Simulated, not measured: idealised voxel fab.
Module name: voxel quadruple lines (process module)
Pictured: cross-section cut, 290 nm wide, on a grid of 5 nm square cells.
A cross-section in this document is a grid of square cells, and it is written down as bands, the top band listed before the ones below it; a band is made up of one or more rows of cells. Top height, bottom height, nm. Materials left to right, width each, nm. Single material + "everywhere" = fills band edge to edge. "empty" = empty. A quick word on heights: they are counted from 0, and under that level the wafer as it came to us is one material throughout. The lowest band is different from the rest in having no bottom; it simply continues downward, written as in "0 nm and below". A width given as "30 to 40" starts at the first number in the band's top row and ends at the second number in its bottom row, shifting by an equal amount at every step from row to row. "nothing got changed" after a step means that no cell of the cross-section changed. Basically, "Listed closed voids" tells you about the enclosed voids: empty spaces with no open way to the top, 8 cells or bigger, each written width x height at distance, where distance is from the left edge, all in nm. If you see something after the settings on a step's line, that's the simulator's own remark about that step. When a step includes a mask, the "overlay nm" setting on its line states how far to the right of its planned place that mask lay, and negative values state how far to the left.

Steps planned for the process:
1) RECEIVE (material Si)
2) CONFORMAL_DEP (material Al2O3; thk nm 5)
3) DIRECTIONAL_DEP (material W; thk nm 10)
4) DIRECTIONAL_DEP (material polySi; thk nm 15)
5) DIRECTIONAL_DEP (material aC; thk nm 20)
6) PATTERN (tone cover; mask id MANDREL; material resist; width nm 35; pitch nm 100; thk nm 30; overlay nm 0)
7) DIRECTIONAL_ETCH (etch materials aC; depth nm 20)
8) STRIP (etch materials resist)
9) CONFORMAL_DEP (material SiO2; thk nm 15)
10) DIRECTIONAL_ETCH (etch materials SiO2; depth nm 15)
11) STRIP (etch materials aC)
12) DIRECTIONAL_ETCH (etch materials polySi; depth nm 15)
13) STRIP (etch materials SiO2)
14) CONFORMAL_DEP (material SiCN; thk nm 10)
15) DIRECTIONAL_ETCH (etch materials SiCN; depth nm 10)
16) STRIP (etch materials polySi)
17) DIRECTIONAL_ETCH (etch materials W; depth nm 10)
18) STRIP (etch materials SiCN)
19) FILL_DEP (material SiO2; thk nm 5)
20) CMP (height nm 15)

The following pertains to the first of two wafers, which was processed as planned:

Received-state cross-section, reflecting completion of step 1:
0 nm and below: Si everywhere
Listed closed voids: none

Cross-section of the wafer after step 2:
5 nm to 0 nm: Al2O3 everywhere
At heights below 0, the structure remains unaltered.

Cross-section of the wafer after step 3:
15 nm to 5 nm: W everywhere
At heights below 5, the structure remains unaltered.

Cross-section of the wafer after step 4:
30 nm to 15 nm: polySi everywhere
At heights below 15, the structure remains unaltered.

Cross-section of the wafer after step 5:
50 nm to 30 nm: aC everywhere
At heights below 30, the structure remains unaltered.

Cross-section of the wafer after step 6:
80 nm to 50 nm: 75 nm empty, 35 nm resist, 65 nm empty, 35 nm resist, 80 nm empty
At heights below 50, the structure remains unaltered.

Cross-section of the wafer after step 7:
60 nm to 50 nm: 75 nm empty, 35 nm resist, 65 nm empty, 35 nm resist, 80 nm empty
50 nm to 30 nm: 75 nm empty, 35 nm aC, 65 nm empty, 35 nm aC, 80 nm empty
At heights below 30, the structure remains unaltered.

Cross-section of the wafer after step 8:
50 nm to 30 nm: 75 nm empty, 35 nm aC, 65 nm empty, 35 nm aC, 80 nm empty
At heights below 30, the structure remains unaltered.

Cross-section of the wafer after step 9:
65 nm to 50 nm: 60 nm empty, 65 nm SiO2, 35 nm empty, 65 nm SiO2, 65 nm empty
50 nm to 45 nm: 60 nm empty, 15 nm SiO2, 35 nm aC, 15 nm SiO2, 35 nm empty, 15 nm SiO2, 35 nm aC, 15 nm SiO2, 65 nm empty
45 nm to 30 nm: 75 nm SiO2, 35 nm aC, 65 nm SiO2, 35 nm aC, 80 nm SiO2
At heights below 30, the structure remains unaltered.

Cross-section of the wafer after step 10:
50 nm to 30 nm: 60 nm empty, 15 nm SiO2, 35 nm aC, 15 nm SiO2, 35 nm empty, 15 nm SiO2, 35 nm aC, 15 nm SiO2, 65 nm empty
At heights below 30, the structure remains unaltered.

Cross-section of the wafer after step 11:
50 nm to 30 nm: 60 nm empty, 15 nm SiO2, 35 nm empty, 15 nm SiO2, 35 nm empty, 15 nm SiO2, 35 nm empty, 15 nm SiO2, 65 nm empty
At heights below 30, the structure remains unaltered.

Cross-section of the wafer after step 12:
50 nm to 30 nm: 60 nm empty, 15 nm SiO2, 35 nm empty, 15 nm SiO2, 35 nm empty, 15 nm SiO2, 35 nm empty, 15 nm SiO2, 65 nm empty
30 nm to 15 nm: 60 nm empty, 15 nm polySi, 35 nm empty, 15 nm polySi, 35 nm empty, 15 nm polySi, 35 nm empty, 15 nm polySi, 65 nm empty
At heights below 15, the structure remains unaltered.

Cross-section of the wafer after step 13:
30 nm to 15 nm: 60 nm empty, 15 nm polySi, 35 nm empty, 15 nm polySi, 35 nm empty, 15 nm polySi, 35 nm empty, 15 nm polySi, 65 nm empty
At heights below 15, the structure remains unaltered.

Cross-section of the wafer after step 14:
40 nm to 30 nm: 50 nm empty, 35 nm SiCN, 15 nm empty, 35 nm SiCN, 15 nm empty, 35 nm SiCN, 15 nm empty, 35 nm SiCN, 55 nm empty
30 nm to 25 nm: 50 nm empty, 10 nm SiCN, 15 nm polySi, 10 nm SiCN, 15 nm empty, 10 nm SiCN, 15 nm polySi, 10 nm SiCN, 15 nm empty, 10 nm SiCN, 15 nm polySi, 10 nm SiCN, 15 nm empty, 10 nm SiCN, 15 nm polySi, 10 nm SiCN, 55 nm empty
25 nm to 15 nm: 60 nm SiCN, 15 nm polySi, 35 nm SiCN, 15 nm polySi, 35 nm SiCN, 15 nm polySi, 35 nm SiCN, 15 nm polySi, 65 nm SiCN
At heights below 15, the structure remains unaltered.

Cross-section of the wafer after step 15:
30 nm to 15 nm: 50 nm empty, 10 nm SiCN, 15 nm polySi, 10 nm SiCN, 15 nm empty, 10 nm SiCN, 15 nm polySi, 10 nm SiCN, 15 nm empty, 10 nm SiCN, 15 nm polySi, 10 nm SiCN, 15 nm empty, 10 nm SiCN, 15 nm polySi, 10 nm SiCN, 55 nm empty
At heights below 15, the structure remains unaltered.

Cross-section of the wafer after step 16:
30 nm to 15 nm: 50 nm empty, 10 nm SiCN, 15 nm empty, 10 nm SiCN, 15 nm empty, 10 nm SiCN, 15 nm empty, 10 nm SiCN, 15 nm empty, 10 nm SiCN, 15 nm empty, 10 nm SiCN, 15 nm empty, 10 nm SiCN, 15 nm empty, 10 nm SiCN, 55 nm empty
At heights below 15, the structure remains unaltered.

Cross-section of the wafer after step 17:
30 nm to 15 nm: 50 nm empty, 10 nm SiCN, 15 nm empty, 10 nm SiCN, 15 nm empty, 10 nm SiCN, 15 nm empty, 10 nm SiCN, 15 nm empty, 10 nm SiCN, 15 nm empty, 10 nm SiCN, 15 nm empty, 10 nm SiCN, 15 nm empty, 10 nm SiCN, 55 nm empty
15 nm to 5 nm: 50 nm empty, 10 nm W, 15 nm empty, 10 nm W, 15 nm empty, 10 nm W, 15 nm empty, 10 nm W, 15 nm empty, 10 nm W, 15 nm empty, 10 nm W, 15 nm empty, 10 nm W, 15 nm empty, 10 nm W, 55 nm empty
At heights below 5, the structure remains unaltered.

Cross-section of the wafer after step 18:
15 nm to 5 nm: 50 nm empty, 10 nm W, 15 nm empty, 10 nm W, 15 nm empty, 10 nm W, 15 nm empty, 10 nm W, 15 nm empty, 10 nm W, 15 nm empty, 10 nm W, 15 nm empty, 10 nm W, 15 nm empty, 10 nm W, 55 nm empty
At heights below 5, the structure remains unaltered.

Cross-section of the wafer after step 19:
20 nm to 15 nm: SiO2 everywhere
15 nm to 5 nm: 50 nm SiO2, 10 nm W, 15 nm SiO2, 10 nm W, 15 nm SiO2, 10 nm W, 15 nm SiO2, 10 nm W, 15 nm SiO2, 10 nm W, 15 nm SiO2, 10 nm W, 15 nm SiO2, 10 nm W, 15 nm SiO2, 10 nm W, 55 nm SiO2
At heights below 5, the structure remains unaltered.

Cross-section of the wafer after step 20:
15 nm to 5 nm: 50 nm SiO2, 10 nm W, 15 nm SiO2, 10 nm W, 15 nm SiO2, 10 nm W, 15 nm SiO2, 10 nm W, 15 nm SiO2, 10 nm W, 15 nm SiO2, 10 nm W, 15 nm SiO2, 10 nm W, 15 nm SiO2, 10 nm W, 55 nm SiO2
At heights below 5, the structure remains unaltered.

The Second Wafer: Common Origin and Plan, One Mistake in Execution, Identical to the First Through Step 5:

Cross-section: second wafer, time at which step 6 was scheduled to end:
80 nm to 50 nm: 80 nm empty, 35 nm resist, 65 nm empty, 35 nm resist, 75 nm empty
At heights below 50, the structure remains unaltered.

Cross-section: second wafer, time at which step 7 was scheduled to end:
60 nm to 50 nm: 80 nm empty, 35 nm resist, 65 nm empty, 35 nm resist, 75 nm empty
50 nm to 30 nm: 80 nm empty, 35 nm aC, 65 nm empty, 35 nm aC, 75 nm empty
At heights below 30, the structure remains unaltered.

Cross-section: second wafer, time at which step 8 was scheduled to end:
50 nm to 30 nm: 80 nm empty, 35 nm aC, 65 nm empty, 35 nm aC, 75 nm empty
At heights below 30, the structure remains unaltered.

Cross-section: second wafer, time at which step 9 was scheduled to end:
65 nm to 50 nm: 65 nm empty, 65 nm SiO2, 35 nm empty, 65 nm SiO2, 60 nm empty
50 nm to 45 nm: 65 nm empty, 15 nm SiO2, 35 nm aC, 15 nm SiO2, 35 nm empty, 15 nm SiO2, 35 nm aC, 15 nm SiO2, 60 nm empty
45 nm to 30 nm: 80 nm SiO2, 35 nm aC, 65 nm SiO2, 35 nm aC, 75 nm SiO2
At heights below 30, the structure remains unaltered.

Cross-section: second wafer, time at which step 10 was scheduled to end:
50 nm to 30 nm: 65 nm empty, 15 nm SiO2, 35 nm aC, 15 nm SiO2, 35 nm empty, 15 nm SiO2, 35 nm aC, 15 nm SiO2, 60 nm empty
At heights below 30, the structure remains unaltered.

Cross-section: second wafer, time at which step 11 was scheduled to end:
50 nm to 30 nm: 65 nm empty, 15 nm SiO2, 35 nm empty, 15 nm SiO2, 35 nm empty, 15 nm SiO2, 35 nm empty, 15 nm SiO2, 60 nm empty
At heights below 30, the structure remains unaltered.

Cross-section: second wafer, time at which step 12 was scheduled to end:
50 nm to 30 nm: 65 nm empty, 15 nm SiO2, 35 nm empty, 15 nm SiO2, 35 nm empty, 15 nm SiO2, 35 nm empty, 15 nm SiO2, 60 nm empty
30 nm to 15 nm: 65 nm empty, 15 nm polySi, 35 nm empty, 15 nm polySi, 35 nm empty, 15 nm polySi, 35 nm empty, 15 nm polySi, 60 nm empty
At heights below 15, the structure remains unaltered.

Cross-section: second wafer, time at which step 13 was scheduled to end:
30 nm to 15 nm: 65 nm empty, 15 nm polySi, 35 nm empty, 15 nm polySi, 35 nm empty, 15 nm polySi, 35 nm empty, 15 nm polySi, 60 nm empty
At heights below 15, the structure remains unaltered.

Cross-section: second wafer, time at which step 14 was scheduled to end:
40 nm to 30 nm: 55 nm empty, 35 nm SiCN, 15 nm empty, 35 nm SiCN, 15 nm empty, 35 nm SiCN, 15 nm empty, 35 nm SiCN, 50 nm empty
30 nm to 25 nm: 55 nm empty, 10 nm SiCN, 15 nm polySi, 10 nm SiCN, 15 nm empty, 10 nm SiCN, 15 nm polySi, 10 nm SiCN, 15 nm empty, 10 nm SiCN, 15 nm polySi, 10 nm SiCN, 15 nm empty, 10 nm SiCN, 15 nm polySi, 10 nm SiCN, 50 nm empty
25 nm to 15 nm: 65 nm SiCN, 15 nm polySi, 35 nm SiCN, 15 nm polySi, 35 nm SiCN, 15 nm polySi, 35 nm SiCN, 15 nm polySi, 60 nm SiCN
At heights below 15, the structure remains unaltered.

Cross-section: second wafer, time at which step 15 was scheduled to end:
30 nm to 15 nm: 55 nm empty, 10 nm SiCN, 15 nm polySi, 10 nm SiCN, 15 nm empty, 10 nm SiCN, 15 nm polySi, 10 nm SiCN, 15 nm empty, 10 nm SiCN, 15 nm polySi, 10 nm SiCN, 15 nm empty, 10 nm SiCN, 15 nm polySi, 10 nm SiCN, 50 nm empty
At heights below 15, the structure remains unaltered.

Cross-section: second wafer, time at which step 16 was scheduled to end:
30 nm to 15 nm: 55 nm empty, 10 nm SiCN, 15 nm empty, 10 nm SiCN, 15 nm empty, 10 nm SiCN, 15 nm empty, 10 nm SiCN, 15 nm empty, 10 nm SiCN, 15 nm empty, 10 nm SiCN, 15 nm empty, 10 nm SiCN, 15 nm empty, 10 nm SiCN, 50 nm empty
At heights below 15, the structure remains unaltered.

Cross-section: second wafer, time at which step 17 was scheduled to end:
30 nm to 15 nm: 55 nm empty, 10 nm SiCN, 15 nm empty, 10 nm SiCN, 15 nm empty, 10 nm SiCN, 15 nm empty, 10 nm SiCN, 15 nm empty, 10 nm SiCN, 15 nm empty, 10 nm SiCN, 15 nm empty, 10 nm SiCN, 15 nm empty, 10 nm SiCN, 50 nm empty
15 nm to 5 nm: 55 nm empty, 10 nm W, 15 nm empty, 10 nm W, 15 nm empty, 10 nm W, 15 nm empty, 10 nm W, 15 nm empty, 10 nm W, 15 nm empty, 10 nm W, 15 nm empty, 10 nm W, 15 nm empty, 10 nm W, 50 nm empty
At heights below 5, the structure remains unaltered.

Cross-section: second wafer, time at which step 18 was scheduled to end:
15 nm to 5 nm: 55 nm empty, 10 nm W, 15 nm empty, 10 nm W, 15 nm empty, 10 nm W, 15 nm empty, 10 nm W, 15 nm empty, 10 nm W, 15 nm empty, 10 nm W, 15 nm empty, 10 nm W, 15 nm empty, 10 nm W, 50 nm empty
At heights below 5, the structure remains unaltered.

Cross-section: second wafer, time at which step 19 was scheduled to end:
20 nm to 15 nm: SiO2 everywhere
15 nm to 5 nm: 55 nm SiO2, 10 nm W, 15 nm SiO2, 10 nm W, 15 nm SiO2, 10 nm W, 15 nm SiO2, 10 nm W, 15 nm SiO2, 10 nm W, 15 nm SiO2, 10 nm W, 15 nm SiO2, 10 nm W, 15 nm SiO2, 10 nm W, 50 nm SiO2
At heights below 5, the structure remains unaltered.

Cross-section: second wafer, time at which step 20 was scheduled to end:
15 nm to 5 nm: 55 nm SiO2, 10 nm W, 15 nm SiO2, 10 nm W, 15 nm SiO2, 10 nm W, 15 nm SiO2, 10 nm W, 15 nm SiO2, 10 nm W, 15 nm SiO2, 10 nm W, 15 nm SiO2, 10 nm W, 15 nm SiO2, 10 nm W, 50 nm SiO2
At heights below 5, the structure remains unaltered.
Where did the run depart from the plan? for step 6, the planned setting was not used; the step was instead run as PATTERN (tone cover; mask id MANDREL; material resist; width nm 35; pitch nm 100; thk nm 30; overlay nm 5)
Both wafers, final: cells per material equal; arrangement not.
